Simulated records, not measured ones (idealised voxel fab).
process module | voxel capacitor over wiring
cross-section cut | 270 nm wide | cells 5 nm
A cross-section is a grid of square cells, given in bands from the top down. A band is one or more rows of cells.
Each band's line starts with the height of the band's top and of its bottom, in nm. Then come its materials from left to right, each with its width in nm. One material with "throughout" fills the band from edge to edge. "air" is empty space.
Height 0 is the level under which the wafer as received is all one material. The lowest band goes on downwards, as in "0 down".
A width such as "30 to 40" changes by the same amount from each row of cells to the next, from the band's top row to its bottom row.
"no change" after a step means that no cell of the cross-section changed.
closed voids: empty space of 8 cells or more with no open way to the top, each as width x height at its distance from the left edge, in nm
after a step's settings: what the simulator itself notes on the step
overlay nm, on a step with a mask: how far to the right of its planned place the mask lay; to the left if negative
plan
1 op RECEIVE | material Si
2 op CONFORMAL_DEP | material SiO2 | thk nm 10
3 op CONFORMAL_DEP | material SiN | thk nm 5
4 op DIRECTIONAL_DEP | material SiO2 | thk nm 20
5 op DIRECTIONAL_DEP | material aC | thk nm 10
6 op PATTERN | tone open | mask id METAL_1 | material resist | width nm 25 | pitch nm 90 | thk nm 25 | overlay nm 0
7 op DIRECTIONAL_ETCH | etch materials aC | depth nm 10
8 op STRIP | etch materials resist
9 op DIRECTIONAL_ETCH | etch materials SiO2 | depth nm 20
10 op DIRECTIONAL_ETCH | etch materials SiN | depth nm 5
11 op STRIP | etch materials aC
12 op CONFORMAL_DEP | material TiN | thk nm 5
13 op FILL_DEP | material W | thk nm 10
14 op CMP | height nm 35
15 op CONFORMAL_DEP | material SiCN | thk nm 5
16 op DIRECTIONAL_DEP | material lowk | thk nm 15
17 op PATTERN | tone open | mask id PLUG_1 | material resist | width nm 15 | thk nm 15 | overlay nm 0
18 op DIRECTIONAL_ETCH | etch materials lowk | depth nm 15
19 op DIRECTIONAL_ETCH | etch materials SiCN | depth nm 5
20 op STRIP | etch materials resist
21 op EPI | material Ru | thk nm 10
22 op EPI | material Ru | thk nm 10
23 op DIRECTIONAL_DEP | material TiN | thk nm 10
24 op DIRECTIONAL_DEP | material HfO2 | thk nm 5
25 op DIRECTIONAL_DEP | material TiN | thk nm 5
26 op PATTERN | tone cover | mask id UPPER_PLATE | material resist | width nm 70 | thk nm 15 | overlay nm 0
27 op DIRECTIONAL_ETCH | etch materials TiN | depth nm 5
28 op DIRECTIONAL_ETCH | etch materials HfO2 | depth nm 5
29 op STRIP | etch materials resist
30 op MASKED_ETCH | tone cover | mask id LOWER_PLATE | width nm 80 | etch materials TiN | depth nm 10 | overlay nm 0
31 op FILL_DEP | material SiO2 | thk nm 20
32 op CMP | height nm 90
33 op MASKED_ETCH | tone open | mask id PLUG_2 | width nm 15 | etch materials SiO2 | depth nm 15 | overlay nm 0
34 op CONFORMAL_DEP | material TiN | thk nm 5
35 op FILL_DEP | material W | thk nm 5
36 op CMP | height nm 90
37 op CONFORMAL_DEP | material SiN | thk nm 5
first wafer, as planned
as received, after step 1
  0 down: Si throughout
  closed voids: none
after step 2
  10 to 0: SiO2 throughout
  below 0: unchanged
after step 3
  15 to 10: SiN throughout
  below 10: unchanged
after step 4
  35 to 15: SiO2 throughout
  below 15: unchanged
after step 5
  45 to 35: aC throughout
  below 35: unchanged
after step 6
  70 to 45: resist 75 | air 25 | resist 65 | air 25 | resist 80
  below 45: unchanged
after step 7
  60 to 45: resist 75 | air 25 | resist 65 | air 25 | resist 80
  45 to 35: aC 75 | air 25 | aC 65 | air 25 | aC 80
  below 35: unchanged
after step 8
  45 to 35: aC 75 | air 25 | aC 65 | air 25 | aC 80
  below 35: unchanged
after step 9
  45 to 35: aC 75 | air 25 | aC 65 | air 25 | aC 80
  35 to 15: SiO2 75 | air 25 | SiO2 65 | air 25 | SiO2 80
  below 15: unchanged
after step 10
  45 to 35: aC 75 | air 25 | aC 65 | air 25 | aC 80
  35 to 15: SiO2 75 | air 25 | SiO2 65 | air 25 | SiO2 80
  15 to 10: SiN 75 | air 25 | SiN 65 | air 25 | SiN 80
  below 10: unchanged
after step 11
  35 to 15: SiO2 75 | air 25 | SiO2 65 | air 25 | SiO2 80
  below 15: unchanged
after step 12
  40 to 35: TiN 80 | air 15 | TiN 75 | air 15 | TiN 85
  35 to 15: SiO2 75 | TiN 5 | air 15 | TiN 5 | SiO2 65 | TiN 5 | air 15 | TiN 5 | SiO2 80
  15 to 10: SiN 75 | TiN 25 | SiN 65 | TiN 25 | SiN 80
  below 10: unchanged
after step 13
  50 to 40: W throughout
  40 to 35: TiN 80 | W 15 | TiN 75 | W 15 | TiN 85
  35 to 15: SiO2 75 | TiN 5 | W 15 | TiN 5 | SiO2 65 | TiN 5 | W 15 | TiN 5 | SiO2 80
  below 15: unchanged
after step 14
  35 to 15: SiO2 75 | TiN 5 | W 15 | TiN 5 | SiO2 65 | TiN 5 | W 15 | TiN 5 | SiO2 80
  below 15: unchanged
after step 15
  40 to 35: SiCN throughout
  below 35: unchanged
after step 16
  55 to 40: lowk throughout
  below 40: unchanged
after step 17
  70 to 55: resist 85 | air 15 | resist 170
  below 55: unchanged
after step 18
  70 to 55: resist 85 | air 15 | resist 170
  55 to 40: lowk 85 | air 15 | lowk 170
  below 40: unchanged
after step 19
  70 to 55: resist 85 | air 15 | resist 170
  55 to 40: lowk 85 | air 15 | lowk 170
  40 to 35: SiCN 85 | air 15 | SiCN 170
  below 35: unchanged
after step 20
  55 to 40: lowk 85 | air 15 | lowk 170
  below 40: unchanged
after step 21
  55 to 45: lowk 85 | air 15 | lowk 170
  45 to 40: lowk 85 | Ru 15 | lowk 170
  40 to 35: SiCN 85 | Ru 15 | SiCN 170
  below 35: unchanged
after step 22
  55 to 40: lowk 85 | Ru 15 | lowk 170
  below 40: unchanged
after step 23
  65 to 55: TiN throughout
  below 55: unchanged
after step 24
  70 to 65: HfO2 throughout
  below 65: unchanged
after step 25
  75 to 70: TiN throughout
  below 70: unchanged
after step 26
  90 to 75: air 85 | resist 70 | air 115
  below 75: unchanged
after step 27
  90 to 75: air 85 | resist 70 | air 115
  75 to 70: air 85 | TiN 70 | air 115
  below 70: unchanged
after step 28
  90 to 75: air 85 | resist 70 | air 115
  75 to 70: air 85 | TiN 70 | air 115
  70 to 65: air 85 | HfO2 70 | air 115
  below 65: unchanged
after step 29
  75 to 70: air 85 | TiN 70 | air 115
  below 70: unchanged
after step 30
  75 to 70: air 85 | TiN 70 | air 115
  70 to 65: air 85 | HfO2 70 | air 115
  65 to 55: air 80 | TiN 80 | air 110
  below 55: unchanged
after step 31
  95 to 75: SiO2 throughout
  75 to 70: SiO2 85 | TiN 70 | SiO2 115
  70 to 65: SiO2 85 | HfO2 70 | SiO2 115
  65 to 55: SiO2 80 | TiN 80 | SiO2 110
  below 55: unchanged
after step 32
  90 to 75: SiO2 throughout
  below 75: unchanged
after step 33
  90 to 75: SiO2 95 | air 15 | SiO2 160
  below 75: unchanged
after step 34
  95 to 90: TiN 100 | air 5 | TiN 165
  90 to 80: SiO2 95 | TiN 5 | air 5 | TiN 5 | SiO2 160
  80 to 70: SiO2 95 to 85 | TiN 15 to 70 | SiO2 160 to 115
  below 70: unchanged
after step 35
  100 to 95: W throughout
  95 to 90: TiN 100 | W 5 | TiN 165
  90 to 80: SiO2 95 | TiN 5 | W 5 | TiN 5 | SiO2 160
  below 80: unchanged
after step 36
  90 to 80: SiO2 95 | TiN 5 | W 5 | TiN 5 | SiO2 160
  below 80: unchanged
after step 37
  95 to 90: SiN throughout
  below 90: unchanged
second wafer: like start, like plan, one mistake. Through step 32 it matches the first wafer
when step 33 should have ended
  90 to 75: air 95 | SiO2 15 | air 160
  below 75: unchanged
when step 34 should have ended
  95 to 90: air 90 | TiN 25 | air 155
  90 to 80: air 90 | TiN 5 | SiO2 15 | TiN 5 | air 155
  80 to 75: TiN 95 | SiO2 15 | TiN 160
  below 75: unchanged
when step 35 should have ended
  100 to 95: W throughout
  95 to 90: W 90 | TiN 25 | W 155
  90 to 80: W 90 | TiN 5 | SiO2 15 | TiN 5 | W 155
  below 80: unchanged
when step 36 should have ended
  90 to 80: W 90 | TiN 5 | SiO2 15 | TiN 5 | W 155
  below 80: unchanged
when step 37 should have ended
  95 to 90: SiN throughout
  below 90: unchanged
what went wrong: step 33 ran as: op MASKED_ETCH | tone cover | mask id PLUG_2 | width nm 15 | etch materials SiO2 | depth nm 15 | overlay nm 0
at the end the second wafer has, in cells: 144 fewer of SiO2 | 48 more of TiN | 96 more of W
